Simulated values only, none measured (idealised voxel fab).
process module | voxel self aligned contacts
cross-section cut | 240 nm wide | cells 5 nm
A cross-section is a grid of square cells, given in bands from the top down. A band is one or more rows of cells.
Each band's line starts with the height of the band's top and of its bottom, in nm. Then come its materials from left to right, each with its width in nm. One material with "throughout" fills the band from edge to edge. "air" is empty space.
Height 0 is the level under which the wafer as received is all one material. The lowest band goes on downwards, as in "0 down".
A width such as "30 to 40" changes by the same amount from each row of cells to the next, from the band's top row to its bottom row.
"no change" after a step means that no cell of the cross-section changed.
closed voids: empty space of 8 cells or more with no open way to the top, each as width x height at its distance from the left edge, in nm
after a step's settings: what the simulator itself notes on the step
overlay nm, on a step with a mask: how far to the right of its planned place the mask lay; to the left if negative
plan
1 op RECEIVE | material Si
2 op OXIDIZE | depth nm 5
3 op DIRECTIONAL_DEP | material polySi | thk nm 30
4 op DIRECTIONAL_DEP | material SiN | thk nm 15
5 op MASKED_ETCH | tone cover | mask id GATE | width nm 30 | pitch nm 60 | etch materials SiN | depth nm 15 | overlay nm 0
6 op MASKED_ETCH | tone cover | mask id GATE | width nm 30 | pitch nm 60 | etch materials polySi | depth nm 30 | overlay nm 0
7 op CONFORMAL_DEP | material SiN | thk nm 5
8 op DIRECTIONAL_ETCH | etch materials SiN | depth nm 5
9 op FILL_DEP | material SiO2 | thk nm 20
10 op CMP | height nm 55
11 op DIRECTIONAL_DEP | material aC | thk nm 15
12 op PATTERN | tone open | mask id CONTACT | material resist | width nm 40 | thk nm 30 | overlay nm 0
13 op DIRECTIONAL_ETCH | etch materials aC | depth nm 15
14 op STRIP | etch materials resist
15 op DIRECTIONAL_ETCH | etch materials SiO2 | depth nm 60
16 op STRIP | etch materials aC
17 op CONFORMAL_DEP | material TiN | thk nm 5
18 op FILL_DEP | material Ru | thk nm 5
19 op CMP | height nm 55
20 op CONFORMAL_DEP | material SiCN | thk nm 5
as received, after step 1
  0 down: Si throughout
  closed voids: none
first wafer at the end, as planned
  60 to 55: SiCN throughout
  55 to 45: SiO2 100 | TiN 5 to 15 | Ru 30 to 10 | TiN 5 to 15 | SiO2 100
  45 to 30: SiO2 70 | SiN 40 | TiN 5 | Ru 10 | TiN 5 | SiN 40 | SiO2 70
  30 to 0: SiO2 70 | SiN 5 | polySi 30 | SiN 5 | TiN 5 | Ru 10 | TiN 5 | SiN 5 | polySi 30 | SiN 5 | SiO2 70
  0 to -5: SiO2 110 | TiN 20 | SiO2 110
  -5 down: Si throughout
  closed voids: none
second wafer at the end: like start, like plan, one mistake
  60 to 55: SiCN throughout
  55 to 45: SiO2 100 | TiN 5 to 20 | Ru 30 to 10 | TiN 5 to 10 | SiO2 100
  45 to 35: SiO2 75 | SiN 40 | TiN 5 | Ru 10 | TiN 5 | SiN 40 | SiO2 65
  35 to 30: SiO2 75 | SiN 40 | TiN 5 | Ru 5 | TiN 10 | SiN 40 | SiO2 65
  30 to 0: SiO2 70 | SiN 5 | polySi 35 | SiN 5 | TiN 5 | Ru 5 | TiN 5 | SiN 5 | polySi 35 | SiN 5 | SiO2 65
  0 to -5: SiO2 115 | TiN 15 | SiO2 110
  -5 down: Si throughout
  closed voids: none
what went wrong: step 5 ran as: op MASKED_ETCH | tone cover | mask id GATE | width nm 30 | pitch nm 60 | etch materials SiN | depth nm 15 | overlay nm 5
at the end the second wafer has, in cells: 7 fewer of Ru | 5 fewer of SiO2 | 12 more of polySi
